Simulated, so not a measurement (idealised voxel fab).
Herein follows the process module entitled voxel transistor to metal.
It is cross-section cut that appears here, measuring 170 nm in width, its square cells being 5 nm in size.
In this document a cross-section is written as a grid of square cells. It is given as a series of bands, listed from the top down, and a band is one or more rows of cells. Per band: top height and bottom height in nm, followed by the left-to-right materials and their widths in nm; "everywhere" marks a single material spanning edge to edge, "air" marks empty space. Basically, 0 is our baseline, since under it the wafer straight out of the box is all one material. The bottom band has no lower end and keeps on going down, so it looks like "top 0, no bottom". Width "30 to 40": first value at the band's top row of cells, second value at its bottom row, equal change from row to row. No cell of the cross-section changed in a step that is given as "remains unaltered". Look at "Voids lacking openings" for the closed voids: empty spaces with no open path to the top, sized 8 cells or up. Each is width x height at distance, distance from the left edge, all nm. On each step's line, the part that comes after the settings is the simulator's own comment on the step. "overlay nm" denotes, for a step that has a mask, the displacement of the mask to the right of its planned place, with negative values corresponding to the left. Guide to the pairs. Each holds a before and an after cross-section around one process step; the after cross-section is cut off at the lowest band that changed. Look under the pair for the step between them and its settings. Pairs can come from different runs of this module on the same starting wafer, so a pair follows on from the one above it only where its entry headed "Pre-step snapshot" says it does.

[Pre-step snapshot]
  top 0, no bottom = Si everywhere
  Voids lacking openings: none

[Cross-Section After Step]
  top 5, bottom 0 = SiO2 everywhere
  below 0: unchanged
  Voids lacking openings: none
So what happened between those two cross-sections up there? CONFORMAL_DEP, material SiO2, thk nm 5

Pre-step snapshot: Reference is made to the cross-section shown after the step in the pair directly above, which represents the state prior to this step.

[Cross-Section After Step]
  top 20, bottom 5 = SiN everywhere
  below 5: unchanged
  Voids lacking openings: none
So what happened between those two cross-sections up there? CONFORMAL_DEP, material SiN, thk nm 15

Pre-step snapshot: Reference is made to the cross-section shown after the step in the pair directly above, which represents the state prior to this step.

[Cross-Section After Step]
  top 20, bottom 5 = 20 air | 125 SiN | 25 air
  below 5: unchanged
  Voids lacking openings: none
So what happened between those two cross-sections up there? MASKED_ETCH, tone cover, mask id ACTIVE, width nm 125, etch materials SiN, depth nm 15, overlay nm 0

Pre-step snapshot: Reference is made to the cross-section shown after the step in the pair directly above, which represents the state prior to this step.

[Cross-Section After Step]
  top 20, bottom 5 = 20 air | 125 SiN | 25 air
  top 5, bottom 0 = 20 air | 125 SiO2 | 25 air
  below 0: unchanged
  Voids lacking openings: none
So what happened between those two cross-sections up there? MASKED_ETCH, tone cover, mask id ACTIVE, width nm 125, etch materials SiO2, depth nm 5, overlay nm 0

Pre-step snapshot: Reference is made to the cross-section shown after the step in the pair directly above, which represents the state prior to this step.

[Cross-Section After Step]
  top 20, bottom 5 = 20 air | 125 SiN | 25 air
  top 5, bottom 0 = 20 air | 125 SiO2 | 25 air
  top 0, bottom -35 = 20 air | 125 Si | 25 air
  below -35: unchanged
  Voids lacking openings: none
So what happened between those two cross-sections up there? MASKED_ETCH, tone cover, mask id ACTIVE, width nm 125, etch materials Si, depth nm 35, overlay nm 0

Pre-step snapshot: Reference is made to the cross-section shown after the step in the pair directly above, which represents the state prior to this step.

[Cross-Section After Step]
  top 30, bottom 20 = SiO2 everywhere
  top 20, bottom 5 = 20 SiO2 | 125 SiN | 25 SiO2
  top 5, bottom 0 = SiO2 everywhere
  top 0, bottom -35 = 20 SiO2 | 125 Si | 25 SiO2
  below -35: unchanged
  Voids lacking openings: none
So what happened between those two cross-sections up there? FILL_DEP, material SiO2, thk nm 10

Pre-step snapshot: Reference is made to the cross-section shown after the step in the pair directly above, which represents the state prior to this step.

[Cross-Section After Step]
  top 20, bottom 5 = 20 SiO2 | 125 SiN | 25 SiO2
  below 5: unchanged
  Voids lacking openings: none
So what happened between those two cross-sections up there? CMP, height nm 20

Pre-step snapshot: Reference is made to the cross-section shown after the step in the pair directly above, which represents the state prior to this step.

[Cross-Section After Step]
  top 20, bottom 10 = 20 air | 125 SiN | 25 air
  below 10: unchanged
  Voids lacking openings: none
So what happened between those two cross-sections up there? SELECTIVE_ETCH, etch materials SiO2, depth nm 10

Pre-step snapshot: Reference is made to the cross-section shown after the step in the pair directly above, which represents the state prior to this step.

[Cross-Section After Step]
  top 10, bottom 5 = 20 SiO2 | 125 air | 25 SiO2
  below 5: unchanged
  Voids lacking openings: none
So what happened between those two cross-sections up there? STRIP, etch materials SiN

Pre-step snapshot: Reference is made to the cross-section shown after the step in the pair directly above, which represents the state prior to this step.

[Cross-Section After Step]
  top 5, bottom 0 = 15 SiO2 | 135 air | 20 SiO2
  below 0: unchanged
  Voids lacking openings: none
So what happened between those two cross-sections up there? SELECTIVE_ETCH, etch materials SiO2, depth nm 5

Pre-step snapshot: Reference is made to the cross-section shown after the step in the pair directly above, which represents the state prior to this step.

[Cross-Section After Step]
  top 5, bottom 0 = 15 SiO2 | 135 air | 20 SiO2
  top 0, bottom -5 = SiO2 everywhere
  below -5: unchanged
  Voids lacking openings: none
So what happened between those two cross-sections up there? OXIDIZE, depth nm 5

Pre-step snapshot: Reference is made to the cross-section shown after the step in the pair directly above, which represents the state prior to this step.

[Cross-Section After Step]
  top 25, bottom 20 = 15 polySi | 135 air | 20 polySi
  top 20, bottom 5 = polySi everywhere
  top 5, bottom 0 = 15 SiO2 | 135 polySi | 20 SiO2
  below 0: unchanged
  Voids lacking openings: none
So what happened between those two cross-sections up there? DIRECTIONAL_DEP, material polySi, thk nm 20

Pre-step snapshot: Reference is made to the cross-section shown after the step in the pair directly above, which represents the state prior to this step.

[Cross-Section After Step]
  top 35, bottom 30 = 15 SiCN | 135 air | 20 SiCN
  top 30, bottom 25 = SiCN everywhere
  top 25, bottom 20 = 15 polySi | 135 SiCN | 20 polySi
  below 20: unchanged
  Voids lacking openings: none
So what happened between those two cross-sections up there? DIRECTIONAL_DEP, material SiCN, thk nm 10

Pre-step snapshot: Reference is made to the cross-section shown after the step in the pair directly above, which represents the state prior to this step.

[Cross-Section After Step]
  top 55, bottom 35 = 70 air | 25 resist | 75 air
  top 35, bottom 30 = 15 SiCN | 55 air | 25 resist | 55 air | 20 SiCN
  below 30: unchanged
  Voids lacking openings: none
So what happened between those two cross-sections up there? PATTERN, tone cover, mask id GATE, material resist, width nm 25, thk nm 20, overlay nm 0

Pre-step snapshot: Reference is made to the cross-section shown after the step in the pair directly above, which represents the state prior to this step.

[Cross-Section After Step]
  top 55, bottom 30 = 70 air | 25 resist | 75 air
  top 30, bottom 25 = 70 air | 25 SiCN | 75 air
  top 25, bottom 20 = 15 polySi | 55 air | 25 SiCN | 55 air | 20 polySi
  below 20: unchanged
  Voids lacking openings: none
So what happened between those two cross-sections up there? DIRECTIONAL_ETCH, etch materials SiCN, depth nm 20

Pre-step snapshot: Reference is made to the cross-section shown after the step in the pair directly above, which represents the state prior to this step.

[Cross-Section After Step]
  top 55, bottom 30 = 70 air | 25 resist | 75 air
  top 30, bottom 20 = 70 air | 25 SiCN | 75 air
  top 20, bottom 5 = 70 air | 25 polySi | 75 air
  top 5, bottom 0 = 15 SiO2 | 55 air | 25 polySi | 55 air | 20 SiO2
  below 0: unchanged
  Voids lacking openings: none
So what happened between those two cross-sections up there? DIRECTIONAL_ETCH, etch materials polySi, depth nm 30

Pre-step snapshot: Reference is made to the cross-section shown after the step in the pair directly above, which represents the state prior to this step.

[Cross-Section After Step]
  top 30, bottom 20 = 70 air | 25 SiCN | 75 air
  below 20: unchanged
  Voids lacking openings: none
So what happened between those two cross-sections up there? STRIP, etch materials resist

Pre-step snapshot: Reference is made to the cross-section shown after the step in the pair directly above, which represents the state prior to this step.

[Cross-Section After Step]
  top 35, bottom 30 = 65 air | 35 SiO2 | 70 air
  top 30, bottom 20 = 65 air | 5 SiO2 | 25 SiCN | 5 SiO2 | 70 air
  top 20, bottom 10 = 65 air | 5 SiO2 | 25 polySi | 5 SiO2 | 70 air
  top 10, bottom 5 = 20 SiO2 | 45 air | 5 SiO2 | 25 polySi | 5 SiO2 | 45 air | 25 SiO2
  top 5, bottom 0 = 70 SiO2 | 25 polySi | 75 SiO2
  below 0: unchanged
  Voids lacking openings: none
So what happened between those two cross-sections up there? CONFORMAL_DEP, material SiO2, thk nm 5

Pre-step snapshot: Reference is made to the cross-section shown after the step in the pair directly above, which represents the state prior to this step.

[Cross-Section After Step]
  top 30, bottom 20 = 65 air | 5 SiO2 | 25 SiCN | 5 SiO2 | 70 air
  top 20, bottom 5 = 65 air | 5 SiO2 | 25 polySi | 5 SiO2 | 70 air
  top 5, bottom 0 = 20 SiO2 | 45 air | 5 SiO2 | 25 polySi | 5 SiO2 | 45 air | 25 SiO2
  below 0: unchanged
  Voids lacking openings: none
So what happened between those two cross-sections up there? DIRECTIONAL_ETCH, etch materials SiO2, depth nm 5

Pre-step snapshot: Reference is made to the cross-section shown after the step in the pair directly above, which represents the state prior to this step.

[Cross-Section After Step]
  top 40, bottom 30 = 55 air | 55 SiN | 60 air
  top 30, bottom 20 = 55 air | 10 SiN | 5 SiO2 | 25 SiCN | 5 SiO2 | 10 SiN | 60 air
  top 20, bottom 15 = 55 air | 10 SiN | 5 SiO2 | 25 polySi | 5 SiO2 | 10 SiN | 60 air
  top 15, bottom 10 = 30 SiN | 25 air | 10 SiN | 5 SiO2 | 25 polySi | 5 SiO2 | 10 SiN | 25 air | 35 SiN
  top 10, bottom 5 = 65 SiN | 5 SiO2 | 25 polySi | 5 SiO2 | 70 SiN
  top 5, bottom 0 = 20 SiO2 | 45 SiN | 5 SiO2 | 25 polySi | 5 SiO2 | 45 SiN | 25 SiO2
  below 0: unchanged
  Voids lacking openings: none
So what happened between those two cross-sections up there? CONFORMAL_DEP, material SiN, thk nm 10

Pre-step snapshot: Reference is made to the cross-section shown after the step in the pair directly above, which represents the state prior to this step.

[Cross-Section After Step]
  top 30, bottom 20 = 55 air | 10 SiN | 5 SiO2 | 25 SiCN | 5 SiO2 | 10 SiN | 60 air
  top 20, bottom 5 = 55 air | 10 SiN | 5 SiO2 | 25 polySi | 5 SiO2 | 10 SiN | 60 air
  top 5, bottom 0 = 20 SiO2 | 10 SiN | 25 air | 10 SiN | 5 SiO2 | 25 polySi | 5 SiO2 | 10 SiN | 25 air | 10 SiN | 25 SiO2
  below 0: unchanged
  Voids lacking openings: none
So what happened between those two cross-sections up there? DIRECTIONAL_ETCH, etch materials SiN, depth nm 10

Pre-step snapshot: Reference is made to the cross-section shown after the step in the pair directly above, which represents the state prior to this step.

[Cross-Section After Step]
  top 30, bottom 25 = 55 air | 10 SiN | 5 air | 25 SiCN | 5 air | 10 SiN | 60 air
  top 25, bottom 20 = 55 air | 10 SiN | 5 SiO2 | 25 SiCN | 5 SiO2 | 10 SiN | 60 air
  top 20, bottom 5 = 55 air | 10 SiN | 5 SiO2 | 25 polySi | 5 SiO2 | 10 SiN | 60 air
  top 5, bottom 0 = 20 air | 10 SiN | 25 air | 10 SiN | 5 SiO2 | 25 polySi | 5 SiO2 | 10 SiN | 25 air | 10 SiN | 25 air
  top 0, bottom -5 = 30 SiO2 | 25 air | 55 SiO2 | 25 air | 35 SiO2
  below -5: unchanged
  Voids lacking openings: none
So what happened between those two cross-sections up there? DIRECTIONAL_ETCH, etch materials SiO2, depth nm 5

Pre-step snapshot: Reference is made to the cross-section shown after the step in the pair directly above, which represents the state prior to this step.

[Cross-Section After Step]
  top 30, bottom 25 = 55 air | 10 SiN | 5 air | 25 SiCN | 5 air | 10 SiN | 60 air
  top 25, bottom 20 = 55 air | 10 SiN | 5 SiO2 | 25 SiCN | 5 SiO2 | 10 SiN | 60 air
  top 20, bottom 5 = 55 air | 10 SiN | 5 SiO2 | 25 polySi | 5 SiO2 | 10 SiN | 60 air
  top 5, bottom 0 = 20 air | 10 SiN | 25 air | 10 SiN | 5 SiO2 | 25 polySi | 5 SiO2 | 10 SiN | 25 air | 10 SiN | 25 air
  top 0, bottom -5 = 30 SiO2 | 25 air | 55 SiO2 | 25 air | 35 SiO2
  top -5, bottom -15 = 20 SiO2 | 10 Si | 25 air | 55 Si | 25 air | 10 Si | 25 SiO2
  below -15: unchanged
  Voids lacking openings: none
So what happened between those two cross-sections up there? DIRECTIONAL_ETCH, etch materials Si, depth nm 10

Pre-step snapshot: Reference is made to the cross-section shown after the step in the pair directly above, which represents the state prior to this step.

[Cross-Section After Step]
  top 30, bottom 25 = 55 air | 10 SiN | 5 air | 25 SiCN | 5 air | 10 SiN | 60 air
  top 25, bottom 20 = 55 air | 10 SiN | 5 SiO2 | 25 SiCN | 5 SiO2 | 10 SiN | 60 air
  top 20, bottom 10 = 55 air | 10 SiN | 5 SiO2 | 25 polySi | 5 SiO2 | 10 SiN | 60 air
  top 10, bottom 5 = 25 air | 30 pSi | 10 SiN | 5 SiO2 | 25 polySi | 5 SiO2 | 10 SiN | 30 pSi | 30 air
  top 5, bottom 0 = 20 air | 10 SiN | 25 pSi | 10 SiN | 5 SiO2 | 25 polySi | 5 SiO2 | 10 SiN | 25 pSi | 10 SiN | 25 air
  top 0, bottom -5 = 30 SiO2 | 25 pSi | 55 SiO2 | 25 pSi | 35 SiO2
  top -5, bottom -15 = 20 SiO2 | 10 Si | 25 pSi | 55 Si | 25 pSi | 10 Si | 25 SiO2
  below -15: unchanged
  Voids lacking openings: none
So what happened between those two cross-sections up there? EPI, material pSi, thk nm 15

Pre-step snapshot: Reference is made to the cross-section shown after the step in the pair directly above, which represents the state prior to this step.

[Cross-Section After Step]
  top 35, bottom 30 = SiO2 everywhere
  top 30, bottom 20 = 55 SiO2 | 10 SiN | 5 SiO2 | 25 SiCN | 5 SiO2 | 10 SiN | 60 SiO2
  top 20, bottom 10 = 55 SiO2 | 10 SiN | 5 SiO2 | 25 polySi | 5 SiO2 | 10 SiN | 60 SiO2
  top 10, bottom 5 = 25 SiO2 | 30 pSi | 10 SiN | 5 SiO2 | 25 polySi | 5 SiO2 | 10 SiN | 30 pSi | 30 SiO2
  top 5, bottom 0 = 20 SiO2 | 10 SiN | 25 pSi | 10 SiN | 5 SiO2 | 25 polySi | 5 SiO2 | 10 SiN | 25 pSi | 10 SiN | 25 SiO2
  below 0: unchanged
  Voids lacking openings: none
So what happened between those two cross-sections up there? FILL_DEP, material SiO2, thk nm 5

Pre-step snapshot: Reference is made to the cross-section shown after the step in the pair directly above, which represents the state prior to this step.

[Cross-Section After Step]
  top 30, bottom 20 = 55 SiO2 | 10 SiN | 5 SiO2 | 25 SiCN | 5 SiO2 | 10 SiN | 60 SiO2
  below 20: unchanged
  Voids lacking openings: none
So what happened between those two cross-sections up there? CMP, height nm 30

Pre-step snapshot: Reference is made to the cross-section shown after the step in the pair directly above, which represents the state prior to this step.

[Cross-Section After Step]
  top 40, bottom 30 = SiO2 everywhere
  below 30: unchanged
  Voids lacking openings: none
So what happened between those two cross-sections up there? DIRECTIONAL_DEP, material SiO2, thk nm 10

Pre-step snapshot: Reference is made to the cross-section shown after the step in the pair directly above, which represents the state prior to this step.

[Cross-Section After Step]
  top 40, bottom 30 = 30 SiO2 | 35 air | 35 SiO2 | 35 air | 35 SiO2
  top 30, bottom 20 = 30 SiO2 | 25 air | 10 SiN | 5 SiO2 | 25 SiCN | 5 SiO2 | 10 SiN | 25 air | 35 SiO2
  top 20, bottom 10 = 30 SiO2 | 25 air | 10 SiN | 5 SiO2 | 25 polySi | 5 SiO2 | 10 SiN | 25 air | 35 SiO2
  below 10: unchanged
  Voids lacking openings: none
So what happened between those two cross-sections up there? MASKED_ETCH, tone open, mask id CONTACT, width nm 35, pitch nm 70, etch materials SiO2, depth nm 30, overlay nm 0

Pre-step snapshot: Reference is made to the cross-section shown after the step in the pair directly above, which represents the state prior to this step.

[Cross-Section After Step]
  top 45, bottom 40 = 35 TiN | 25 air | 45 TiN | 25 air | 40 TiN
  top 40, bottom 30 = 30 SiO2 | 5 TiN | 25 to 15 air | 5 to 15 TiN | 35 SiO2 | 5 to 15 TiN | 25 to 15 air | 5 TiN | 35 SiO2
  top 30, bottom 20 = 30 SiO2 | 5 TiN | 15 air | 5 TiN | 10 SiN | 5 SiO2 | 25 SiCN | 5 SiO2 | 10 SiN | 5 TiN | 15 air | 5 TiN | 35 SiO2
  top 20, bottom 15 = 30 SiO2 | 5 TiN | 15 air | 5 TiN | 10 SiN | 5 SiO2 | 25 polySi | 5 SiO2 | 10 SiN | 5 TiN | 15 air | 5 TiN | 35 SiO2
  top 15, bottom 10 = 30 SiO2 | 25 TiN | 10 SiN | 5 SiO2 | 25 polySi | 5 SiO2 | 10 SiN | 25 TiN | 35 SiO2
  below 10: unchanged
  Voids lacking openings: none
So what happened between those two cross-sections up there? CONFORMAL_DEP, material TiN, thk nm 5

Pre-step snapshot: Reference is made to the cross-section shown after the step in the pair directly above, which represents the state prior to this step.

[Cross-Section After Step]
  top 50, bottom 45 = W everywhere
  top 45, bottom 40 = 35 TiN | 25 W | 45 TiN | 25 W | 40 TiN
  top 40, bottom 30 = 30 SiO2 | 5 TiN | 25 to 15 W | 5 to 15 TiN | 35 SiO2 | 5 to 15 TiN | 25 to 15 W | 5 TiN | 35 SiO2
  top 30, bottom 20 = 30 SiO2 | 5 TiN | 15 W | 5 TiN | 10 SiN | 5 SiO2 | 25 SiCN | 5 SiO2 | 10 SiN | 5 TiN | 15 W | 5 TiN | 35 SiO2
  top 20, bottom 15 = 30 SiO2 | 5 TiN | 15 W | 5 TiN | 10 SiN | 5 SiO2 | 25 polySi | 5 SiO2 | 10 SiN | 5 TiN | 15 W | 5 TiN | 35 SiO2
  below 15: unchanged
  Voids lacking openings: none
So what happened between those two cross-sections up there? FILL_DEP, material W, thk nm 5

Pre-step snapshot: Reference is made to the cross-section shown after the step in the pair directly above, which represents the state prior to this step.

[Cross-Section After Step]
  top 40, bottom 30 = 30 SiO2 | 5 TiN | 25 to 15 W | 5 to 15 TiN | 35 SiO2 | 5 to 15 TiN | 25 to 15 W | 5 TiN | 35 SiO2
  below 30: unchanged
  Voids lacking openings: none
So what happened between those two cross-sections up there? CMP, height nm 40

Pre-step snapshot: Reference is made to the cross-section shown after the step in the pair directly above, which represents the state prior to this step.

[Cross-Section After Step]
  top 45, bottom 40 = SiCN everywhere
  below 40: unchanged
  Voids lacking openings: none
So what happened between those two cross-sections up there? CONFORMAL_DEP, material SiCN, thk nm 5

Pre-step snapshot: Reference is made to the cross-section shown after the step in the pair directly above, which represents the state prior to this step.

[Cross-Section After Step]
  top 65, bottom 45 = SiO2 everywhere
  below 45: unchanged
  Voids lacking openings: none
So what happened between those two cross-sections up there? DIRECTIONAL_DEP, material SiO2, thk nm 20

Pre-step snapshot: Reference is made to the cross-section shown after the step in the pair directly above, which represents the state prior to this step.

[Cross-Section After Step]
  top 75, bottom 65 = aC everywhere
  below 65: unchanged
  Voids lacking openings: none
So what happened between those two cross-sections up there? DIRECTIONAL_DEP, material aC, thk nm 10

Pre-step snapshot: Reference is made to the cross-section shown after the step in the pair directly above, which represents the state prior to this step.

[Cross-Section After Step]
  top 100, bottom 75 = 30 resist | 20 air | 65 resist | 20 air | 35 resist
  below 75: unchanged
  Voids lacking openings: none
So what happened between those two cross-sections up there? PATTERN, tone open, mask id METAL_1, material resist, width nm 20, pitch nm 85, thk nm 25, overlay nm 0

Pre-step snapshot: Reference is made to the cross-section shown after the step in the pair directly above, which represents the state prior to this step.

[Cross-Section After Step]
  top 90, bottom 75 = 30 resist | 20 air | 65 resist | 20 air | 35 resist
  top 75, bottom 65 = 30 aC | 20 air | 65 aC | 20 air | 35 aC
  below 65: unchanged
  Voids lacking openings: none
So what happened between those two cross-sections up there? DIRECTIONAL_ETCH, etch materials aC, depth nm 10

Pre-step snapshot: Reference is made to the cross-section shown after the step in the pair directly above, which represents the state prior to this step.

[Cross-Section After Step]
  top 75, bottom 65 = 30 aC | 20 air | 65 aC | 20 air | 35 aC
  below 65: unchanged
  Voids lacking openings: none
So what happened between those two cross-sections up there? STRIP, etch materials resist

Pre-step snapshot: Reference is made to the cross-section shown after the step in the pair directly above, which represents the state prior to this step.

[Cross-Section After Step]
  top 75, bottom 65 = 30 aC | 20 air | 65 aC | 20 air | 35 aC
  top 65, bottom 45 = 30 SiO2 | 20 air | 65 SiO2 | 20 air | 35 SiO2
  below 45: unchanged
  Voids lacking openings: none
So what happened between those two cross-sections up there? DIRECTIONAL_ETCH, etch materials SiO2, depth nm 20

Pre-step snapshot: Reference is made to the cross-section shown after the step in the pair directly above, which represents the state prior to this step.

[Cross-Section After Step]
  top 75, bottom 65 = 30 aC | 20 air | 65 aC | 20 air | 35 aC
  top 65, bottom 45 = 30 SiO2 | 20 air | 65 SiO2 | 20 air | 35 SiO2
  top 45, bottom 40 = 30 SiCN | 20 air | 65 SiCN | 20 air | 35 SiCN
  below 40: unchanged
  Voids lacking openings: none
So what happened between those two cross-sections up there? DIRECTIONAL_ETCH, etch materials SiCN, depth nm 5

Pre-step snapshot: Reference is made to the cross-section shown after the step in the pair directly above, which represents the state prior to this step.

[Cross-Section After Step]
  top 65, bottom 45 = 30 SiO2 | 20 air | 65 SiO2 | 20 air | 35 SiO2
  below 45: unchanged
  Voids lacking openings: none
So what happened between those two cross-sections up there? STRIP, etch materials aC

Pre-step snapshot: Reference is made to the cross-section shown after the step in the pair directly above, which represents the state prior to this step.

[Cross-Section After Step]
  top 70, bottom 65 = 35 TiN | 10 air | 75 TiN | 10 air | 40 TiN
  top 65, bottom 45 = 30 SiO2 | 5 TiN | 10 air | 5 TiN | 65 SiO2 | 5 TiN | 10 air | 5 TiN | 35 SiO2
  top 45, bottom 40 = 30 SiCN | 20 TiN | 65 SiCN | 20 TiN | 35 SiCN
  below 40: unchanged
  Voids lacking openings: none
So what happened between those two cross-sections up there? CONFORMAL_DEP, material TiN, thk nm 5

Pre-step snapshot: Reference is made to the cross-section shown after the step in the pair directly above, which represents the state prior to this step.

[Cross-Section After Step]
  top 80, bottom 70 = Cu everywhere
  top 70, bottom 65 = 35 TiN | 10 Cu | 75 TiN | 10 Cu | 40 TiN
  top 65, bottom 45 = 30 SiO2 | 5 TiN | 10 Cu | 5 TiN | 65 SiO2 | 5 TiN | 10 Cu | 5 TiN | 35 SiO2
  below 45: unchanged
  Voids lacking openings: none
So what happened between those two cross-sections up there? FILL_DEP, material Cu, thk nm 10

Pre-step snapshot: Reference is made to the cross-section shown after the step in the pair directly above, which represents the state prior to this step.

[Cross-Section After Step]
  top 65, bottom 45 = 30 SiO2 | 5 TiN | 10 Cu | 5 TiN | 65 SiO2 | 5 TiN | 10 Cu | 5 TiN | 35 SiO2
  below 45: unchanged
  Voids lacking openings: none
So what happened between those two cross-sections up there? CMP, height nm 65

Pre-step snapshot: Reference is made to the cross-section shown after the step in the pair directly above, which represents the state prior to this step.

[Cross-Section After Step]
  top 70, bottom 65 = SiCN everywhere
  below 65: unchanged
  Voids lacking openings: none
So what happened between those two cross-sections up there? CONFORMAL_DEP, material SiCN, thk nm 5

[Pre-step snapshot]
  top 30, bottom 20 = 65 air | 5 SiO2 | 25 SiCN | 5 SiO2 | 70 air
  top 20, bottom 5 = 65 air | 5 SiO2 | 25 polySi | 5 SiO2 | 70 air
  top 5, bottom 0 = 20 SiO2 | 45 air | 5 SiO2 | 25 polySi | 5 SiO2 | 45 air | 25 SiO2
  top 0, bottom -5 = SiO2 everywhere
  top -5, bottom -35 = 20 SiO2 | 125 Si | 25 SiO2
  top -35, no bottom = Si everywhere
  Voids lacking openings: none

[Cross-Section After Step]
  top 30, bottom 25 = 70 air | 25 SiCN | 75 air
  top 25, bottom 20 = 65 air | 5 SiO2 | 25 SiCN | 5 SiO2 | 70 air
  top 20, bottom 0 = 65 air | 5 SiO2 | 25 polySi | 5 SiO2 | 70 air
  top 0, bottom -5 = 20 SiO2 | 45 air | 35 SiO2 | 45 air | 25 SiO2
  below -5: unchanged
  Voids lacking openings: none
So what happened between those two cross-sections up there? DIRECTIONAL_ETCH, etch materials SiO2, depth nm 5

Pre-step snapshot: Reference is made to the cross-section shown after the step in the pair directly above, which represents the state prior to this step.

[Cross-Section After Step]
  top 30, bottom 25 = 70 air | 25 SiCN | 75 air
  top 25, bottom 20 = 65 air | 5 SiO2 | 25 SiCN | 5 SiO2 | 70 air
  top 20, bottom 0 = 65 air | 5 SiO2 | 25 polySi | 5 SiO2 | 70 air
  top 0, bottom -5 = 20 SiO2 | 45 air | 35 SiO2 | 45 air | 25 SiO2
  top -5, bottom -15 = 20 SiO2 | 45 air | 35 Si | 45 air | 25 SiO2
  below -15: unchanged
  Voids lacking openings: none
So what happened between those two cross-sections up there? DIRECTIONAL_ETCH, etch materials Si, depth nm 10

Pre-step snapshot: Reference is made to the cross-section shown after the step in the pair directly above, which represents the state prior to this step.

[Cross-Section After Step]
  top 30, bottom 25 = 70 air | 25 SiCN | 75 air
  top 25, bottom 20 = 65 air | 5 SiO2 | 25 SiCN | 5 SiO2 | 70 air
  top 20, bottom 10 = 65 air | 5 SiO2 | 25 polySi | 5 SiO2 | 70 air
  top 10, bottom 0 = 50 air | 15 pSi | 5 SiO2 | 25 polySi | 5 SiO2 | 15 pSi | 55 air
  top 0, bottom -5 = 20 SiO2 | 45 pSi | 35 SiO2 | 45 pSi | 25 SiO2
  top -5, bottom -15 = 20 SiO2 | 45 pSi | 35 Si | 45 pSi | 25 SiO2
  below -15: unchanged
  Voids lacking openings: none
So what happened between those two cross-sections up there? EPI, material pSi, thk nm 15

Pre-step snapshot: Reference is made to the cross-section shown after the step in the pair directly above, which represents the state prior to this step.

[Cross-Section After Step]
  top 35, bottom 30 = SiO2 everywhere
  top 30, bottom 20 = 70 SiO2 | 25 SiCN | 75 SiO2
  top 20, bottom 10 = 70 SiO2 | 25 polySi | 75 SiO2
  top 10, bottom 0 = 50 SiO2 | 15 pSi | 5 SiO2 | 25 polySi | 5 SiO2 | 15 pSi | 55 SiO2
  below 0: unchanged
  Voids lacking openings: none
So what happened between those two cross-sections up there? FILL_DEP, material SiO2, thk nm 5

Pre-step snapshot: Reference is made to the cross-section shown after the step in the pair directly above, which represents the state prior to this step.

[Cross-Section After Step]
  top 30, bottom 20 = 70 SiO2 | 25 SiCN | 75 SiO2
  below 20: unchanged
  Voids lacking openings: none
So what happened between those two cross-sections up there? CMP, height nm 30

Pre-step snapshot: Reference is made to the cross-section shown after the step in the pair directly above, which represents the state prior to this step.

[Cross-Section After Step]
  top 40, bottom 30 = SiO2 everywhere
  below 30: unchanged
  Voids lacking openings: none
So what happened between those two cross-sections up there? DIRECTIONAL_DEP, material SiO2, thk nm 10

Pre-step snapshot: Reference is made to the cross-section shown after the step in the pair directly above, which represents the state prior to this step.

[Cross-Section After Step]
  top 40, bottom 30 = 30 SiO2 | 35 air | 35 SiO2 | 35 air | 35 SiO2
  top 30, bottom 20 = 30 SiO2 | 35 air | 5 SiO2 | 25 SiCN | 5 SiO2 | 35 air | 35 SiO2
  top 20, bottom 10 = 30 SiO2 | 35 air | 5 SiO2 | 25 polySi | 5 SiO2 | 35 air | 35 SiO2
  below 10: unchanged
  Voids lacking openings: none
So what happened between those two cross-sections up there? MASKED_ETCH, tone open, mask id CONTACT, width nm 35, pitch nm 70, etch materials SiO2, depth nm 30, overlay nm 0

Pre-step snapshot: Reference is made to the cross-section shown after the step in the pair directly above, which represents the state prior to this step.

[Cross-Section After Step]
  top 45, bottom 40 = 35 TiN | 25 air | 45 TiN | 25 air | 40 TiN
  top 40, bottom 30 = 30 SiO2 | 5 TiN | 25 air | 5 TiN | 35 SiO2 | 5 TiN | 25 air | 5 TiN | 35 SiO2
  top 30, bottom 20 = 30 SiO2 | 5 TiN | 25 air | 5 TiN | 5 SiO2 | 25 SiCN | 5 SiO2 | 5 TiN | 25 air | 5 TiN | 35 SiO2
  top 20, bottom 15 = 30 SiO2 | 5 TiN | 25 air | 5 TiN | 5 SiO2 | 25 polySi | 5 SiO2 | 5 TiN | 25 air | 5 TiN | 35 SiO2
  top 15, bottom 10 = 30 SiO2 | 35 TiN | 5 SiO2 | 25 polySi | 5 SiO2 | 35 TiN | 35 SiO2
  below 10: unchanged
  Voids lacking openings: none
So what happened between those two cross-sections up there? CONFORMAL_DEP, material TiN, thk nm 5

Pre-step snapshot: Reference is made to the cross-section shown after the step in the pair directly above, which represents the state prior to this step.

[Cross-Section After Step]
  top 50, bottom 45 = W everywhere
  top 45, bottom 40 = 35 TiN | 25 W | 45 TiN | 25 W | 40 TiN
  top 40, bottom 30 = 30 SiO2 | 5 TiN | 25 W | 5 TiN | 35 SiO2 | 5 TiN | 25 W | 5 TiN | 35 SiO2
  top 30, bottom 20 = 30 SiO2 | 5 TiN | 25 W | 5 TiN | 5 SiO2 | 25 SiCN | 5 SiO2 | 5 TiN | 25 W | 5 TiN | 35 SiO2
  top 20, bottom 15 = 30 SiO2 | 5 TiN | 25 W | 5 TiN | 5 SiO2 | 25 polySi | 5 SiO2 | 5 TiN | 25 W | 5 TiN | 35 SiO2
  below 15: unchanged
  Voids lacking openings: none
So what happened between those two cross-sections up there? FILL_DEP, material W, thk nm 5

Pre-step snapshot: Reference is made to the cross-section shown after the step in the pair directly above, which represents the state prior to this step.

[Cross-Section After Step]
  top 40, bottom 30 = 30 SiO2 | 5 TiN | 25 W | 5 TiN | 35 SiO2 | 5 TiN | 25 W | 5 TiN | 35 SiO2
  below 30: unchanged
  Voids lacking openings: none
So what happened between those two cross-sections up there? CMP, height nm 40

Pre-step snapshot: Reference is made to the cross-section shown after the step in the pair directly above, which represents the state prior to this step.

[Cross-Section After Step]
  top 45, bottom 40 = SiCN everywhere
  below 40: unchanged
  Voids lacking openings: none
So what happened between those two cross-sections up there? CONFORMAL_DEP, material SiCN, thk nm 5

Pre-step snapshot: Reference is made to the cross-section shown after the step in the pair directly above, which represents the state prior to this step.

[Cross-Section After Step]
  top 65, bottom 45 = SiO2 everywhere
  below 45: unchanged
  Voids lacking openings: none
So what happened between those two cross-sections up there? DIRECTIONAL_DEP, material SiO2, thk nm 20

Pre-step snapshot: Reference is made to the cross-section shown after the step in the pair directly above, which represents the state prior to this step.

[Cross-Section After Step]
  top 75, bottom 65 = aC everywhere
  below 65: unchanged
  Voids lacking openings: none
So what happened between those two cross-sections up there? DIRECTIONAL_DEP, material aC, thk nm 10
